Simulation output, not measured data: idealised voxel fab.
process module | voxel local oxidation
cross-section cut | 230 nm wide | cells 5 nm
A cross-section is a grid of square cells, given in bands from the top down. A band is one or more rows of cells.
Each band's line starts with the height of the band's top and of its bottom, in nm. Then come its materials from left to right, each with its width in nm. One material with "throughout" fills the band from edge to edge. "air" is empty space.
Height 0 is the level under which the wafer as received is all one material. The lowest band goes on downwards, as in "0 down".
A width such as "30 to 40" changes by the same amount from each row of cells to the next, from the band's top row to its bottom row.
"no change" after a step means that no cell of the cross-section changed.
closed voids: empty space of 8 cells or more with no open way to the top, each as width x height at its distance from the left edge, in nm
after a step's settings: what the simulator itself notes on the step
overlay nm, on a step with a mask: how far to the right of its planned place the mask lay; to the left if negative
plan
1 op RECEIVE | material Si
2 op CONFORMAL_DEP | material SiO2 | thk nm 5
3 op CONFORMAL_DEP | material SiN | thk nm 15
4 op PATTERN | tone cover | mask id ACTIVE | material resist | width nm 90 | thk nm 15 | overlay nm 0
5 op DIRECTIONAL_ETCH | etch materials SiN | depth nm 15
6 op STRIP | etch materials resist
7 op SELECTIVE_ETCH | etch materials SiO2 | depth nm 5
8 op OXIDIZE | depth nm 10
9 op STRIP | etch materials SiN
as received, after step 1
  0 down: Si throughout
  closed voids: none
first wafer at the end, as planned
  5 to 0: air 75 | SiO2 80 | air 75
  0 to -10: SiO2 85 | Si 60 | SiO2 85
  -10 down: Si throughout
  closed voids: none
second wafer at the end: like start, like plan, one mistake
  5 to 0: SiO2 65 | air 100 | SiO2 65
  0 to -10: Si 55 | SiO2 120 | Si 55
  -10 down: Si throughout
  closed voids: none
what went wrong: step 4 ran as: op PATTERN | tone open | mask id ACTIVE | material resist | width nm 90 | thk nm 15 | overlay nm 0
at the end the second wafer has, in cells: 20 more of Si | 10 fewer of SiO2
